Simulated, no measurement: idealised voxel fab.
process module | voxel wiring stack
cross-section cut | 245 nm wide | cells 5 nm
A cross-section is a grid of square cells, given in bands from the top down. A band is one or more rows of cells.
Each band's line starts with the height of the band's top and of its bottom, in nm. Then come its materials from left to right, each with its width in nm. One material with "throughout" fills the band from edge to edge. "air" is empty space.
Height 0 is the level under which the wafer as received is all one material. The lowest band goes on downwards, as in "0 down".
A width such as "30 to 40" changes by the same amount from each row of cells to the next, from the band's top row to its bottom row.
"no change" after a step means that no cell of the cross-section changed.
closed voids: empty space of 8 cells or more with no open way to the top, each as width x height at its distance from the left edge, in nm
after a step's settings: what the simulator itself notes on the step
overlay nm, on a step with a mask: how far to the right of its planned place the mask lay; to the left if negative
plan
1 op RECEIVE | material Si
2 op CONFORMAL_DEP | material SiO2 | thk nm 10
3 op CONFORMAL_DEP | material SiN | thk nm 5
4 op DIRECTIONAL_DEP | material SiO2 | thk nm 20
5 op DIRECTIONAL_DEP | material aC | thk nm 10
6 op PATTERN | tone open | mask id METAL_1 | material resist | width nm 30 | pitch nm 55 | thk nm 25 | overlay nm 0
7 op DIRECTIONAL_ETCH | etch materials aC | depth nm 10
8 op STRIP | etch materials resist
9 op DIRECTIONAL_ETCH | etch materials SiO2 | depth nm 20
10 op DIRECTIONAL_ETCH | etch materials SiN | depth nm 5
11 op STRIP | etch materials aC
12 op CONFORMAL_DEP | material TiN | thk nm 5
13 op FILL_DEP | material Ru | thk nm 5
14 op CMP | height nm 35
15 op CONFORMAL_DEP | material SiCN | thk nm 5
16 op DIRECTIONAL_DEP | material SiO2 | thk nm 10
17 op PATTERN | tone open | mask id PLUG_1 | material resist | width nm 15 | pitch nm 55 | thk nm 15 | overlay nm 0
18 op DIRECTIONAL_ETCH | etch materials SiO2 | depth nm 10
19 op DIRECTIONAL_ETCH | etch materials SiCN | depth nm 5
20 op STRIP | etch materials resist
21 op EPI | material Ru | thk nm 10
22 op EPI | material Ru | thk nm 5
23 op DIRECTIONAL_DEP | material TiN | thk nm 5
24 op DIRECTIONAL_DEP | material W | thk nm 25
25 op MASKED_ETCH | tone cover | mask id METAL_2 | width nm 30 | pitch nm 55 | etch materials W | depth nm 25 | overlay nm 0
26 op MASKED_ETCH | tone cover | mask id METAL_2 | width nm 30 | pitch nm 55 | etch materials TiN | depth nm 5 | overlay nm 0
27 op CONFORMAL_DEP | material SiN | thk nm 5
28 op FILL_DEP | material lowk | thk nm 5
29 op CMP | height nm 80
30 op CONFORMAL_DEP | material SiCN | thk nm 5
31 op DIRECTIONAL_DEP | material SiO2 | thk nm 10
32 op MASKED_ETCH | tone open | mask id PLUG_2 | width nm 15 | pitch nm 55 | etch materials SiO2 | depth nm 10 | overlay nm 0
33 op MASKED_ETCH | tone open | mask id PLUG_2 | width nm 15 | pitch nm 55 | etch materials SiCN | depth nm 5 | overlay nm 0
34 op EPI | material Ru | thk nm 10
35 op EPI | material Ru | thk nm 5
36 op CONFORMAL_DEP | material SiCN | thk nm 5
37 op DIRECTIONAL_DEP | material lowk | thk nm 25
38 op MASKED_ETCH | tone open | mask id METAL_3 | width nm 30 | pitch nm 55 | etch materials lowk | depth nm 25 | overlay nm 0
39 op MASKED_ETCH | tone open | mask id METAL_3 | width nm 30 | pitch nm 55 | etch materials SiCN | depth nm 5 | overlay nm 0
40 op CONFORMAL_DEP | material TiN | thk nm 5
41 op FILL_DEP | material W | thk nm 10
42 op CMP | height nm 125
43 op CONFORMAL_DEP | material SiCN | thk nm 5
as received, after step 1
  0 down: Si throughout
  closed voids: none
a wafer at the end: this start, this plan, one mistake
  130 to 125: SiCN throughout
  125 to 100: lowk 80 | TiN 5 | W 20 | TiN 5 | lowk 25 | TiN 5 | W 20 | TiN 5 | lowk 80
  100 to 95: SiCN 80 | TiN 30 | SiCN 25 | TiN 30 | SiCN 80
  95 to 85: SiO2 80 | Ru 15 | SiO2 40 | Ru 15 | SiO2 95
  85 to 80: SiCN 80 | Ru 15 | SiCN 40 | Ru 15 | SiCN 95
  80 to 55: lowk 75 | SiN 5 | W 30 | SiN 5 | lowk 15 | SiN 5 | W 30 | SiN 5 | lowk 75
  55 to 50: SiN 80 | TiN 30 | SiN 25 | TiN 30 | SiN 80
  50 to 40: SiO2 80 | Ru 15 | SiO2 40 | Ru 15 | SiO2 95
  40 to 35: SiCN 80 | Ru 15 | SiCN 40 | Ru 15 | SiCN 95
  35 to 30: SiN 80 | TiN 30 | SiN 25 | TiN 30 | SiN 80
  30 to 0: SiO2 throughout
  0 down: Si throughout
  closed voids: none
what went wrong: steps 3 and 4 were swapped
